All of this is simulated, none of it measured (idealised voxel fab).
process module | voxel fin reveal
cross-section cut | 275 nm wide | cells 5 nm
A cross-section is a grid of square cells, given in bands from the top down. A band is one or more rows of cells.
Each band's line starts with the height of the band's top and of its bottom, in nm. Then come its materials from left to right, each with its width in nm. One material with "throughout" fills the band from edge to edge. "air" is empty space.
Height 0 is the level under which the wafer as received is all one material. The lowest band goes on downwards, as in "0 down".
A width such as "30 to 40" changes by the same amount from each row of cells to the next, from the band's top row to its bottom row.
"no change" after a step means that no cell of the cross-section changed.
closed voids: empty space of 8 cells or more with no open way to the top, each as width x height at its distance from the left edge, in nm
after a step's settings: what the simulator itself notes on the step
overlay nm, on a step with a mask: how far to the right of its planned place the mask lay; to the left if negative
plan
1 op RECEIVE | material Si
2 op CONFORMAL_DEP | material SiN | thk nm 5
3 op DIRECTIONAL_DEP | material aC | thk nm 10
4 op PATTERN | tone cover | mask id FINS | material resist | width nm 15 | pitch nm 35 | thk nm 25 | overlay nm -15
5 op DIRECTIONAL_ETCH | etch materials aC | depth nm 10
6 op STRIP | etch materials resist
7 op DIRECTIONAL_ETCH | etch materials SiN | depth nm 5
8 op DIRECTIONAL_ETCH | etch materials Si | depth nm 35
9 op STRIP | etch materials aC
10 op FILL_DEP | material SiO2 | thk nm 5
11 op CMP | height nm 5
12 op SELECTIVE_ETCH | etch materials SiO2 | depth nm 15
13 op STRIP | etch materials SiN
14 op CONFORMAL_DEP | material SiO2 | thk nm 5
varied across the wafers: overlay nm of step 4. The plan shows the first wafer's value. All wafers start alike
first wafer as received, after step 1
  0 down: Si throughout
  closed voids: none
first wafer at the end, after step 14
  5 to 0: air 75 | SiO2 25 | air 10 | SiO2 25 | air 10 | SiO2 25 | air 105
  0 to -5: air 75 | SiO2 5 | Si 15 | SiO2 5 | air 10 | SiO2 5 | Si 15 | SiO2 5 | air 10 | SiO2 5 | Si 15 | SiO2 5 | air 105
  -5 to -35: SiO2 80 | Si 15 | SiO2 20 | Si 15 | SiO2 20 | Si 15 | SiO2 110
  -35 down: Si throughout
  closed voids: none
last wafer at the end
  5 to 0: air 105 | SiO2 25 | air 10 | SiO2 25 | air 10 | SiO2 25 | air 75
  0 to -5: air 105 | SiO2 5 | Si 15 | SiO2 5 | air 10 | SiO2 5 | Si 15 | SiO2 5 | air 10 | SiO2 5 | Si 15 | SiO2 5 | air 75
  -5 to -35: SiO2 110 | Si 15 | SiO2 20 | Si 15 | SiO2 20 | Si 15 | SiO2 80
  -35 down: Si throughout
  closed voids: none
each wafer at the end: cells of each material gained (+) or lost (-) since it was received, then its closed voids
overlay nm -15 | -322 Si | +297 SiO2 | closed voids: none
overlay nm -10 | -322 Si | +297 SiO2 | closed voids: none
overlay nm -5 | -322 Si | +297 SiO2 | closed voids: none
overlay nm 0 | -322 Si | +297 SiO2 | closed voids: none
overlay nm 5 | -322 Si | +297 SiO2 | closed voids: none
overlay nm 10 | -322 Si | +297 SiO2 | closed voids: none
overlay nm 15 | -322 Si | +297 SiO2 | closed voids: none
